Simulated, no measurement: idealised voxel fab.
process module | voxel released beams
cross-section cut | 205 nm wide | cells 5 nm
A cross-section is a grid of square cells, given in bands from the top down. A band is one or more rows of cells.
Each band's line starts with the height of the band's top and of its bottom, in nm. Then come its materials from left to right, each with its width in nm. One material with "throughout" fills the band from edge to edge. "air" is empty space.
Height 0 is the level under which the wafer as received is all one material. The lowest band goes on downwards, as in "0 down".
A width such as "30 to 40" changes by the same amount from each row of cells to the next, from the band's top row to its bottom row.
"no change" after a step means that no cell of the cross-section changed.
closed voids: empty space of 8 cells or more with no open way to the top, each as width x height at its distance from the left edge, in nm
after a step's settings: what the simulator itself notes on the step
overlay nm, on a step with a mask: how far to the right of its planned place the mask lay; to the left if negative
plan
1 op RECEIVE | material Si
2 op CONFORMAL_DEP | material SiN | thk nm 10
3 op DIRECTIONAL_DEP | material SiO2 | thk nm 20
4 op MASKED_ETCH | tone open | mask id ANCHOR | width nm 30 | etch materials SiO2 | depth nm 20 | overlay nm 0
5 op CONFORMAL_DEP | material W | thk nm 10
6 op MASKED_ETCH | tone cover | mask id BEAM | width nm 85 | etch materials W | depth nm 10 | overlay nm 0
7 op STRIP | etch materials SiO2
as received, after step 1
  0 down: Si throughout
  closed voids: none
a wafer at the end: this start, this plan, one mistake
  45 to 35: air 55 | W 15 | air 10 | W 60 | air 65
  35 to 25: air 60 | W 10 | air 10 | W 10 | air 115
  25 to 15: air 60 | W 30 | air 115
  15 to 0: SiN throughout
  0 down: Si throughout
  closed voids: none
what went wrong: step 2 ran as: op CONFORMAL_DEP | material SiN | thk nm 15
